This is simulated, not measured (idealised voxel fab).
Module name: voxel transistor to metal (process module)
The cross-section shown here is cut; it is 295 nm wide and divided into square cells measuring 5 nm on a side.
Cross-sections here: square-cell grids, written as top-down lists of bands, a band being one or more rows of cells.
For a band, the entry starts with two heights in nm, that of the top and then that of the bottom, and carries on with the band's materials in order from left to right, each alongside its width in nm; the word "all across" beside a single material means it fills the band edge to edge, and "air" means empty space.
Heights are measured from 0, the level below which the as-received wafer is all one material; the lowest band has no bottom and continues downward, written as in "0 nm and below".
Read "30->40" as a graded width: first number on top, second number at the bottom, same change between each pair of neighbouring rows.
Step marked "nothing got changed"? Then no cell in the cross-section changed in it.
Under "Voids, sealed" you'll find the enclosed gaps, the ones with no way out to the top, that are 8 cells or bigger; each reads width x height at distance, with distance counted from the left edge, everything in nm.
Text after the settings on a step's line: the simulator's own remark on that step.
Steps that use a mask can have "overlay nm" on their line. It says how far the mask sat to the right of where it was meant to be. Negative means to the left.

PLANNED PROCESS STEPS
1 op RECEIVE | material Si
2 op OXIDIZE | depth nm 5
3 op CONFORMAL_DEP | material SiN | thk nm 10
4 op MASKED_ETCH | tone cover | mask id ACTIVE | width nm 105 | pitch nm 125 | etch materials SiN | depth nm 10 | overlay nm 0
5 op MASKED_ETCH | tone cover | mask id ACTIVE | width nm 105 | pitch nm 125 | etch materials SiO2 | depth nm 5 | overlay nm 0
6 op MASKED_ETCH | tone cover | mask id ACTIVE | width nm 105 | pitch nm 125 | etch materials Si | depth nm 35 | overlay nm 0
7 op OXIDIZE | depth nm 5
8 op FILL_DEP | material SiO2 | thk nm 10
9 op CMP | height nm 10
10 op SELECTIVE_ETCH | etch materials SiO2 | depth nm 5
11 op STRIP | etch materials SiN
12 op SELECTIVE_ETCH | etch materials SiO2 | depth nm 5
13 op OXIDIZE | depth nm 5
14 op DIRECTIONAL_DEP | material polySi | thk nm 25
15 op DIRECTIONAL_DEP | material SiCN | thk nm 10
16 op DIRECTIONAL_DEP | material aC | thk nm 10
17 op PATTERN | tone cover | mask id GATE | material resist | width nm 35 | pitch nm 125 | thk nm 25 | overlay nm 0
18 op DIRECTIONAL_ETCH | etch materials aC | depth nm 10
19 op STRIP | etch materials resist
20 op DIRECTIONAL_ETCH | etch materials SiCN | depth nm 20
21 op DIRECTIONAL_ETCH | etch materials polySi | depth nm 35
22 op STRIP | etch materials aC
23 op CONFORMAL_DEP | material SiN | thk nm 10
24 op DIRECTIONAL_ETCH | etch materials SiN | depth nm 10
25 op DIRECTIONAL_ETCH | etch materials SiO2 | depth nm 5
26 op DIRECTIONAL_ETCH | etch materials Si | depth nm 10
27 op EPI | material nSi | thk nm 15
28 op FILL_DEP | material SiO2 | thk nm 5
29 op CMP | height nm 20
30 op STRIP | etch materials polySi
31 op SELECTIVE_ETCH | etch materials SiO2 | depth nm 5
32 op CONFORMAL_DEP | material HfO2 | thk nm 5
33 op CONFORMAL_DEP | material TiN | thk nm 5
34 op FILL_DEP | material W | thk nm 5
35 op CMP | height nm 15
36 op DIRECTIONAL_DEP | material SiO2 | thk nm 10
37 op DIRECTIONAL_DEP | material aC | thk nm 15
38 op PATTERN | tone open | mask id CONTACT | material resist | width nm 15 | thk nm 35 | overlay nm 0
39 op DIRECTIONAL_ETCH | etch materials aC | depth nm 15
40 op STRIP | etch materials resist
41 op DIRECTIONAL_ETCH | etch materials SiO2 | depth nm 30
42 op STRIP | etch materials aC
43 op CONFORMAL_DEP | material TiN | thk nm 5
44 op FILL_DEP | material W | thk nm 10
45 op CMP | height nm 25
46 op DIRECTIONAL_DEP | material TiN | thk nm 5
47 op DIRECTIONAL_DEP | material W | thk nm 20
48 op DIRECTIONAL_DEP | material aC | thk nm 10
49 op PATTERN | tone cover | mask id METAL_1 | material resist | width nm 15 | thk nm 25 | overlay nm 0
50 op DIRECTIONAL_ETCH | etch materials aC | depth nm 10
51 op STRIP | etch materials resist
52 op DIRECTIONAL_ETCH | etch materials W | depth nm 20
53 op DIRECTIONAL_ETCH | etch materials TiN | depth nm 5
54 op STRIP | etch materials aC
55 op FILL_DEP | material SiO2 | thk nm 5
56 op CMP | height nm 50
57 op CONFORMAL_DEP | material SiCN | thk nm 5
58 op DIRECTIONAL_DEP | material SiO2 | thk nm 30
59 op DIRECTIONAL_DEP | material aC | thk nm 10
60 op PATTERN | tone open | mask id METAL_2 | material resist | width nm 15 | pitch nm 125 | thk nm 30 | overlay nm 0
61 op DIRECTIONAL_ETCH | etch materials aC | depth nm 10
62 op STRIP | etch materials resist
63 op DIRECTIONAL_ETCH | etch materials SiO2 | depth nm 20
64 op STRIP | etch materials aC
65 op DIRECTIONAL_DEP | material aC | thk nm 15
66 op PATTERN | tone open | mask id METAL_2_HOLES | material resist | width nm 15 | pitch nm 125 | thk nm 30 | overlay nm 0
67 op DIRECTIONAL_ETCH | etch materials aC | depth nm 15
68 op STRIP | etch materials resist
69 op DIRECTIONAL_ETCH | etch materials SiO2 | depth nm 10
70 op DIRECTIONAL_ETCH | etch materials SiCN | depth nm 5
71 op STRIP | etch materials aC
72 op CONFORMAL_DEP | material TiN | thk nm 5
73 op FILL_DEP | material Ru | thk nm 10
74 op CMP | height nm 85
75 op CONFORMAL_DEP | material SiN | thk nm 5

INCOMING WAFER, CROSS-SECTIONAL VIEW, POST STEP 1
	0 nm and below = Si all across
	Voids, sealed: none

BELOW IS THE WAFER IN CROSS-SECTION AFTER THE MODULE WAS COMPLETED. IT BEGAN FROM THE STARTING POINT SHOWN ABOVE AND FOLLOWED THE PLAN SHOWN ABOVE, EXCEPT THAT ONE MISTAKE WAS MADE WHILE RUNNING IT
	90 nm to 85 nm = SiN all across
	85 nm to 55 nm = SiO2: 35 | TiN: 5 | Ru: 5 | TiN: 5 | SiO2: 110 | TiN: 5 | Ru: 5 | TiN: 5 | SiO2: 120
	55 nm to 50 nm = SiCN: 35 | TiN: 15 | SiCN: 110 | TiN: 15 | SiCN: 120
	50 nm to 30 nm = SiO2: 35 | W: 15 | SiO2: 65 | W: 15 | SiO2: 30 | W: 15 | SiO2: 65 | W: 15 | SiO2: 40
	30 nm to 25 nm = SiO2: 35 | TiN: 15 | SiO2: 65 | TiN: 15 | SiO2: 30 | TiN: 15 | SiO2: 65 | TiN: 15 | SiO2: 40
	25 nm to 15 nm = SiO2: 35 | TiN: 5 | W: 5 | TiN: 5 | SiO2: 65 | TiN: 5 | W: 5 | TiN: 5 | SiO2: 30 | TiN: 5 | W: 5 | TiN: 5 | SiO2: 65 | TiN: 5 | W: 5 | TiN: 5 | SiO2: 40
	15 nm to 10 nm = SiO2: 35 | TiN: 5 | W: 5 | TiN: 5 | SiO2: 5 | SiN: 10 | HfO2: 5 | TiN: 5 | W: 15 | TiN: 5 | HfO2: 5 | SiN: 10 | SiO2: 5 | TiN: 5 | W: 5 | TiN: 5 | SiO2: 30 | TiN: 5 | W: 5 | TiN: 5 | SiO2: 5 | SiN: 10 | HfO2: 5 | TiN: 5 | W: 15 | TiN: 5 | HfO2: 5 | SiN: 10 | SiO2: 5 | TiN: 5 | W: 5 | TiN: 5 | SiO2: 40
	10 nm to 5 nm = SiO2: 35 | TiN: 15 | SiO2: 5 | SiN: 10 | HfO2: 5 | TiN: 5 | W: 15 | TiN: 5 | HfO2: 5 | SiN: 10 | SiO2: 5 | TiN: 15 | SiO2: 30 | TiN: 15 | SiO2: 5 | SiN: 10 | HfO2: 5 | TiN: 5 | W: 15 | TiN: 5 | HfO2: 5 | SiN: 10 | SiO2: 5 | TiN: 15 | SiO2: 40
	5 nm to 0 nm = SiO2: 35 | TiN: 5 | nSi: 15 | SiN: 10 | HfO2: 5 | TiN: 5 | W: 15 | TiN: 5 | HfO2: 5 | SiN: 10 | nSi: 15 | TiN: 5 | SiO2: 30 | TiN: 5 | nSi: 15 | SiN: 10 | HfO2: 5 | TiN: 5 | W: 15 | TiN: 5 | HfO2: 5 | SiN: 10 | nSi: 15 | TiN: 5 | SiO2: 40
	0 nm to -5 nm = SiO2: 25 | SiN: 10 | TiN: 5 | nSi: 15 | SiN: 10 | HfO2: 5 | TiN: 25 | HfO2: 5 | SiN: 10 | nSi: 15 | TiN: 5 | SiN: 10 | SiO2: 10 | SiN: 10 | TiN: 5 | nSi: 15 | SiN: 10 | HfO2: 5 | TiN: 25 | HfO2: 5 | SiN: 10 | nSi: 15 | TiN: 5 | SiN: 10 | SiO2: 30
	-5 nm to -10 nm = SiO2: 35 | nSi: 20 | SiO2: 5 | HfO2: 45 | SiO2: 5 | nSi: 20 | SiO2: 30 | nSi: 20 | SiO2: 5 | HfO2: 45 | SiO2: 5 | nSi: 20 | SiO2: 40
	-10 nm to -20 nm = SiO2: 35 | nSi: 20 | Si: 55 | nSi: 20 | SiO2: 30 | nSi: 20 | Si: 55 | nSi: 20 | SiO2: 40
	-20 nm to -80 nm = SiO2: 35 | Si: 95 | SiO2: 30 | Si: 95 | SiO2: 40
	-80 nm and below = Si all across
	Voids, sealed: none
It is concluded that the wafer was processed incorrectly with respect to the plan, in that step 6 from the plan got run twice
